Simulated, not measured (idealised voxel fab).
This section sets out a process module, namely voxel transistor to metal.
Section shown: cut. Width: 260 nm. Cell size: 5 nm, square.
In this document a cross-section is written as a grid of square cells. It is given as a series of bands, listed from the top down, and a band is one or more rows of cells.
Basically the band line says how high the top is and how high the bottom is, in nm, and then what's in it from left to right, every material with its width in nm. Empty space shows up as "empty", and if a single material carries "edge to edge" it runs the full band edge to edge.
A quick word on heights: they are counted from 0, and under that level the wafer as it came to us is one material throughout. The lowest band is different from the rest in having no bottom; it simply continues downward, written as in "top 0, no bottom".
A two-number width, for instance "30..40", indicates that the width is equal to the first number in the top row of the band and to the second number in the bottom row, and that it changes by a constant amount per row of cells.
When a step is marked "all unchanged", none of the cells in the cross-section changed during that step.
"Closed void table" means: voids of 8 cells or more that are shut off from the top with no open way through. Written width x height at distance, distance from the left edge, in nm.
What comes after the settings on a step's line is commentary from the simulator itself on that step.
You can add "overlay nm" to a step's line. For a step with a mask, it describes how far the mask lay to the right of its planned position, and a negative number describes a lay to the left.

HERE'S WHAT THE PLANNED PROCESS STEPS LOOK LIKE
| 1 | RECEIVE | material Si |
| 2 | OXIDIZE | depth nm 5 |
| 3 | CONFORMAL_DEP | material SiN | thk nm 15 |
| 4 | DIRECTIONAL_DEP | material aC | thk nm 10 |
| 5 | PATTERN | tone cover | mask id ACTIVE | material resist | width nm 100 | pitch nm 125 | thk nm 30 | overlay nm 0 |
| 6 | DIRECTIONAL_ETCH | etch materials aC | depth nm 10 |
| 7 | STRIP | etch materials resist |
| 8 | DIRECTIONAL_ETCH | etch materials SiN | depth nm 15 |
| 9 | DIRECTIONAL_ETCH | etch materials SiO2 | depth nm 5 |
| 10 | DIRECTIONAL_ETCH | etch materials Si | depth nm 25 |
| 11 | STRIP | etch materials aC |
| 12 | OXIDIZE | depth nm 5 |
| 13 | FILL_DEP | material SiO2 | thk nm 5 |
| 14 | CMP | height nm 15 |
| 15 | SELECTIVE_ETCH | etch materials SiO2 | depth nm 10 |
| 16 | STRIP | etch materials SiN |
| 17 | SELECTIVE_ETCH | etch materials SiO2 | depth nm 5 |
| 18 | OXIDIZE | depth nm 5 |
| 19 | DIRECTIONAL_DEP | material polySi | thk nm 20 |
| 20 | DIRECTIONAL_DEP | material SiCN | thk nm 10 |
| 21 | DIRECTIONAL_DEP | material aC | thk nm 15 |
| 22 | PATTERN | tone cover | mask id GATE | material resist | width nm 20 | pitch nm 125 | thk nm 30 | overlay nm 0 |
| 23 | DIRECTIONAL_ETCH | etch materials aC | depth nm 15 |
| 24 | STRIP | etch materials resist |
| 25 | DIRECTIONAL_ETCH | etch materials SiCN | depth nm 20 |
| 26 | DIRECTIONAL_ETCH | etch materials polySi | depth nm 30 |
| 27 | STRIP | etch materials aC |
| 28 | CONFORMAL_DEP | material SiO2 | thk nm 5 |
| 29 | DIRECTIONAL_ETCH | etch materials SiO2 | depth nm 5 |
| 30 | CONFORMAL_DEP | material SiN | thk nm 5 |
| 31 | DIRECTIONAL_ETCH | etch materials SiN | depth nm 5 |
| 32 | DIRECTIONAL_ETCH | etch materials SiO2 | depth nm 5 |
| 33 | DIRECTIONAL_ETCH | etch materials Si | depth nm 15 |
| 34 | EPI | material nSi | thk nm 20 |
| 35 | FILL_DEP | material SiO2 | thk nm 10 |
| 36 | CMP | height nm 25 |
| 37 | DIRECTIONAL_DEP | material SiO2 | thk nm 10 |
| 38 | DIRECTIONAL_DEP | material aC | thk nm 10 |
| 39 | PATTERN | tone open | mask id CONTACT | material resist | width nm 20 | thk nm 30 | overlay nm 0 |
| 40 | DIRECTIONAL_ETCH | etch materials aC | depth nm 10 |
| 41 | STRIP | etch materials resist |
| 42 | DIRECTIONAL_ETCH | etch materials SiO2 | depth nm 40 |
| 43 | STRIP | etch materials aC |
| 44 | CONFORMAL_DEP | material TiN | thk nm 5 |
| 45 | FILL_DEP | material W | thk nm 5 |
| 46 | CMP | height nm 35 |
| 47 | DIRECTIONAL_DEP | material TiN | thk nm 5 |
| 48 | DIRECTIONAL_DEP | material W | thk nm 25 |
| 49 | MASKED_ETCH | tone cover | mask id METAL_1 | width nm 20 | etch materials W | depth nm 25 | overlay nm 0 |
| 50 | MASKED_ETCH | tone cover | mask id METAL_1 | width nm 20 | etch materials TiN | depth nm 5 | overlay nm 0 |
| 51 | FILL_DEP | material SiO2 | thk nm 10 |
| 52 | CMP | height nm 65 |
| 53 | CONFORMAL_DEP | material SiCN | thk nm 5 |

AS RECEIVED, AFTER STEP 1
top 0, no bottom | Si edge to edge
Closed void table: none

WHAT THE WAFER LOOKS LIKE IN CROSS-SECTION AFTER THIS MODULE, WHEN IT STARTS AS SHOWN ABOVE AND FOLLOWS THE PLAN ABOVE BUT ONE MISTAKE IS MADE IN RUNNING IT
top 70, bottom 65 | SiCN edge to edge
top 65, bottom 40 | SiO2 20, then W 20, then SiO2 50, then W 20, then SiO2 35, then W 20, then SiO2 50, then W 20, then SiO2 25
top 40, bottom 35 | SiO2 20, then TiN 20, then SiO2 50, then TiN 20, then SiO2 35, then TiN 20, then SiO2 50, then TiN 20, then SiO2 25
top 35, bottom 25 | SiO2 20, then TiN 5, then W 10, then TiN 5, then SiO2 50, then TiN 5, then W 10, then TiN 5, then SiO2 35, then TiN 5, then W 10, then TiN 5, then SiO2 50, then TiN 5, then W 10, then TiN 5, then SiO2 25
top 25, bottom 15 | SiO2 20, then TiN 5, then W 10, then TiN 5, then SiO2 5, then SiN 5, then SiO2 5, then SiCN 20, then SiO2 5, then SiN 5, then SiO2 5, then TiN 5, then W 10, then TiN 5, then SiO2 35, then TiN 5, then W 10, then TiN 5, then SiO2 5, then SiN 5, then SiO2 5, then SiCN 20, then SiO2 5, then SiN 5, then SiO2 5, then TiN 5, then W 10, then TiN 5, then SiO2 25
top 15, bottom 10 | SiO2 20, then TiN 20, then SiO2 5, then SiN 5, then SiO2 5, then polySi 20, then SiO2 5, then SiN 5, then SiO2 5, then TiN 20, then SiO2 35, then TiN 20, then SiO2 5, then SiN 5, then SiO2 5, then polySi 20, then SiO2 5, then SiN 5, then SiO2 5, then TiN 20, then SiO2 25
top 10, bottom 0 | SiO2 20, then TiN 5, then nSi 20, then SiN 5, then SiO2 5, then polySi 20, then SiO2 5, then SiN 5, then nSi 20, then TiN 5, then SiO2 35, then TiN 5, then nSi 20, then SiN 5, then SiO2 5, then polySi 20, then SiO2 5, then SiN 5, then nSi 20, then TiN 5, then SiO2 25
top 0, bottom -5 | SiO2 15, then SiN 5, then TiN 5, then nSi 20, then SiN 5, then SiO2 5, then polySi 20, then SiO2 5, then SiN 5, then nSi 20, then TiN 5, then SiN 5, then SiO2 25, then SiN 5, then TiN 5, then nSi 20, then SiN 5, then SiO2 5, then polySi 20, then SiO2 5, then SiN 5, then nSi 20, then TiN 5, then SiN 5, then SiO2 20
top -5, bottom -10 | SiO2 20, then nSi 25, then SiO2 40, then nSi 25, then SiO2 35, then nSi 25, then SiO2 40, then nSi 25, then SiO2 25
top -10, bottom -25 | SiO2 20, then nSi 25, then Si 40, then nSi 25, then SiO2 35, then nSi 25, then Si 40, then nSi 25, then SiO2 25
top -25, bottom -60 | SiO2 20, then Si 90, then SiO2 35, then Si 90, then SiO2 25
top -60, no bottom | Si edge to edge
Closed void table: none
It is concluded that the wafer was processed incorrectly with respect to the plan, in that the plan's step 10 ran twice
